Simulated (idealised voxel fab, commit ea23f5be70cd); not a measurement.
Module name: voxel self aligned contacts (process module)
Cross-section cut: width 250 nm, square cells of 5 nm.
Throughout this document, each cross-section is represented as a grid of square cells and is presented as a sequence of bands enumerated from the top downward, where a band comprises one or more rows of cells. First you get the band's top height and its bottom height, in nm, and then the materials it's made of, left to right, with each width in nm. If you see a single material with "edge to edge", that one covers the band edge to edge. "blank" is empty space. Height datum 0, below which the as-received substrate wafer is one material. Lowest band open at the bottom, running downward: "from 0 down". The notation "30->40" denotes a width that varies across the rows of cells in the band, beginning at the first number in the top row, finishing at the second number in the bottom row, and changing by an identical amount from each row to the next. "remained unchanged", as given for a step, is the statement that not any cell of the cross-section underwent a change during that step. The entry "Entrapped void list" lists the empty spaces that cover at least 8 cells and have no open path to the top. Each is written as width x height at distance, where the distance is measured from the left edge and all three values are in nm. Heads up: the bit after the settings on a step's line is the simulator's remark on that step. "overlay nm" answers the question of how far to the right of plan the mask lay on a step that has a mask, and when it is negative the answer is to the left.

### The process steps that were planned are listed below
1. RECEIVE: material Si
2. OXIDIZE: depth nm 5
3. DIRECTIONAL_DEP: material polySi, thk nm 25
4. DIRECTIONAL_DEP: material SiN, thk nm 20
5. DIRECTIONAL_DEP: material aC, thk nm 15
6. PATTERN: tone cover, mask id GATE, material resist, width nm 30, pitch nm 75, thk nm 30, overlay nm 0
7. DIRECTIONAL_ETCH: etch materials aC, depth nm 15
8. STRIP: etch materials resist
9. DIRECTIONAL_ETCH: etch materials SiN, depth nm 20
10. DIRECTIONAL_ETCH: etch materials polySi, depth nm 25
11. STRIP: etch materials aC
12. CONFORMAL_DEP: material SiN, thk nm 10
13. DIRECTIONAL_ETCH: etch materials SiN, depth nm 10
14. FILL_DEP: material SiO2, thk nm 15
15. CMP: height nm 55
16. DIRECTIONAL_DEP: material aC, thk nm 15
17. PATTERN: tone open, mask id CONTACT, material resist, width nm 55, thk nm 30, overlay nm 0
18. DIRECTIONAL_ETCH: etch materials aC, depth nm 15
19. STRIP: etch materials resist
20. DIRECTIONAL_ETCH: etch materials SiO2, depth nm 60
21. STRIP: etch materials aC
22. CONFORMAL_DEP: material TiN, thk nm 5
23. FILL_DEP: material W, thk nm 5
24. CMP: height nm 55
25. CONFORMAL_DEP: material SiCN, thk nm 5

### The cross-section here shows the wafer as received, i.e. in its state after step 1
- from 0 down: Si edge to edge
- Entrapped void list: none

### End-of-module cross-section of the first of two wafers, processed as planned
- from 60 to 55: SiCN edge to edge
- from 55 to 45: SiO2 95  TiN 5->20  W 45->15  TiN 5->20  SiO2 100
- from 45 to 25: SiO2 60  SiN 50  TiN 5  W 15  TiN 5  SiN 50  SiO2 65
- from 25 to 0: SiO2 60  SiN 10  polySi 30  SiN 10  TiN 5  W 15  TiN 5  SiN 10  polySi 30  SiN 10  SiO2 65
- from 0 to -5: SiO2 110  TiN 25  SiO2 115
- from -5 down: Si edge to edge
- Entrapped void list: none

### Here is the second of the two wafers cut open at the end of the module - same start, same plan as the first one, but we made one mistake running it
- from 60 to 55: SiCN edge to edge
- from 55 to 45: SiO2 95  TiN 5->20  W 45->15  TiN 5->20  SiO2 100
- from 45 to 25: SiO2 60  SiN 50  TiN 5  W 15  TiN 5  SiN 50  SiO2 65
- from 25 to 5: SiO2 60  SiN 10  polySi 30  SiN 10  TiN 5  W 15  TiN 5  SiN 10  polySi 30  SiN 10  SiO2 65
- from 5 to 0: SiO2 60  SiN 10  polySi 30  SiN 10  TiN 25  SiN 10  polySi 30  SiN 10  SiO2 65
- from 0 down: Si edge to edge
- Entrapped void list: none
Finding, execution versus plan: step 2 from the plan never happened, it was just skipped
Bottom line after processing is that, in cells, the second wafer is up or down on some materials versus the first: Si +50, SiO2 -45, TiN -2, W -3
